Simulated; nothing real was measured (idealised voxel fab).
Presented below is a process module, voxel lift off.
Xsec cut, 215 nm wide, square cell size 5 nm.
We lay out every cross-section as a grid of square cells and spell it out in bands from the top down, where one band means one or more rows of cells.
Read a band's entry like this: the first values are the height of its top and the height of its bottom in nm, and what follows is the sequence of materials from left to right, each with its width in nm. Note that "air" is empty space, and that a single material marked "throughout" reaches across the band from edge to edge.
Below 0: as-received wafer, all one material; heights counted from there. Lowest band: no bottom, goes on down, written "0..down".
Per-row width for "30..40": begins at first number (top row of band), ends at second number (bottom row), increment between rows held constant.
Where the words "stayed the same" appear for a step, the cross-section shows no cell changed by that step; every cell remained as before.
"Sealed voids": sealed empty spaces, 8 cells or more, no open way to top, listed width x height at distance, with distance from the left edge and width, height and distance in nm.
If you see something after the settings on a step's line, that's the simulator's own remark about that step.
overlay nm: right-of-plan distance of the mask on a masked step; negative values mean left-of-plan.

**Listed below are the process steps as planned**
1) RECEIVE (material Si)
2) CONFORMAL_DEP (material SiN; thk nm 5)
3) PATTERN (tone open; mask id LINES; material resist; width nm 20; pitch nm 45; thk nm 20; overlay nm 0)
4) DIRECTIONAL_DEP (material Ru; thk nm 5)
5) STRIP (etch materials resist)
6) CONFORMAL_DEP (material SiCN; thk nm 5)

**The first of two wafers, run as planned**

**Cross-section of the wafer at receipt, which is the condition after step 1**
	0..down  Si throughout
	Sealed voids: none

**After step 2, in cross-section**
	5..0  SiN throughout
	Below a height of 0, the structure has not been altered.

**After step 3, in cross-section**
	25..5  resist: 50, then air: 20, then resist: 25, then air: 20, then resist: 25, then air: 20, then resist: 55
	Below a height of 5, the structure has not been altered.

**After step 4, in cross-section**
	30..25  Ru: 50, then air: 20, then Ru: 25, then air: 20, then Ru: 25, then air: 20, then Ru: 55
	25..10  resist: 50, then air: 20, then resist: 25, then air: 20, then resist: 25, then air: 20, then resist: 55
	10..5  resist: 50, then Ru: 20, then resist: 25, then Ru: 20, then resist: 25, then Ru: 20, then resist: 55
	Below a height of 5, the structure has not been altered.

**After step 5, in cross-section**
	10..5  air: 50, then Ru: 20, then air: 25, then Ru: 20, then air: 25, then Ru: 20, then air: 55
	Below a height of 5, the structure has not been altered.

**After step 6, in cross-section**
	15..10  air: 45, then SiCN: 30, then air: 15, then SiCN: 30, then air: 15, then SiCN: 30, then air: 50
	10..5  SiCN: 50, then Ru: 20, then SiCN: 25, then Ru: 20, then SiCN: 25, then Ru: 20, then SiCN: 55
	Below a height of 5, the structure has not been altered.

**Second wafer: same start and same plan as the first, one execution error; identical to the first through step 1**

Second wafer cross-section, taken as of the time the plan sets for step 2 to be done: stayed the same

**Second wafer cross-section, taken as of the time the plan sets for step 3 to be done**
	20..0  resist: 50, then air: 20, then resist: 25, then air: 20, then resist: 25, then air: 20, then resist: 55
	Below a height of 0, the structure has not been altered.

**Second wafer cross-section, taken as of the time the plan sets for step 4 to be done**
	25..20  Ru: 50, then air: 20, then Ru: 25, then air: 20, then Ru: 25, then air: 20, then Ru: 55
	20..5  resist: 50, then air: 20, then resist: 25, then air: 20, then resist: 25, then air: 20, then resist: 55
	5..0  resist: 50, then Ru: 20, then resist: 25, then Ru: 20, then resist: 25, then Ru: 20, then resist: 55
	Below a height of 0, the structure has not been altered.

**Second wafer cross-section, taken as of the time the plan sets for step 5 to be done**
	5..0  air: 50, then Ru: 20, then air: 25, then Ru: 20, then air: 25, then Ru: 20, then air: 55
	Below a height of 0, the structure has not been altered.

**Second wafer cross-section, taken as of the time the plan sets for step 6 to be done**
	10..5  air: 45, then SiCN: 30, then air: 15, then SiCN: 30, then air: 15, then SiCN: 30, then air: 50
	5..0  SiCN: 50, then Ru: 20, then SiCN: 25, then Ru: 20, then SiCN: 25, then Ru: 20, then SiCN: 55
	Below a height of 0, the structure has not been altered.
Run error: no execution of plan step 2; skipped
Count the cells at the end and the second wafer has more or fewer of some materials than the first: 43 fewer of SiN
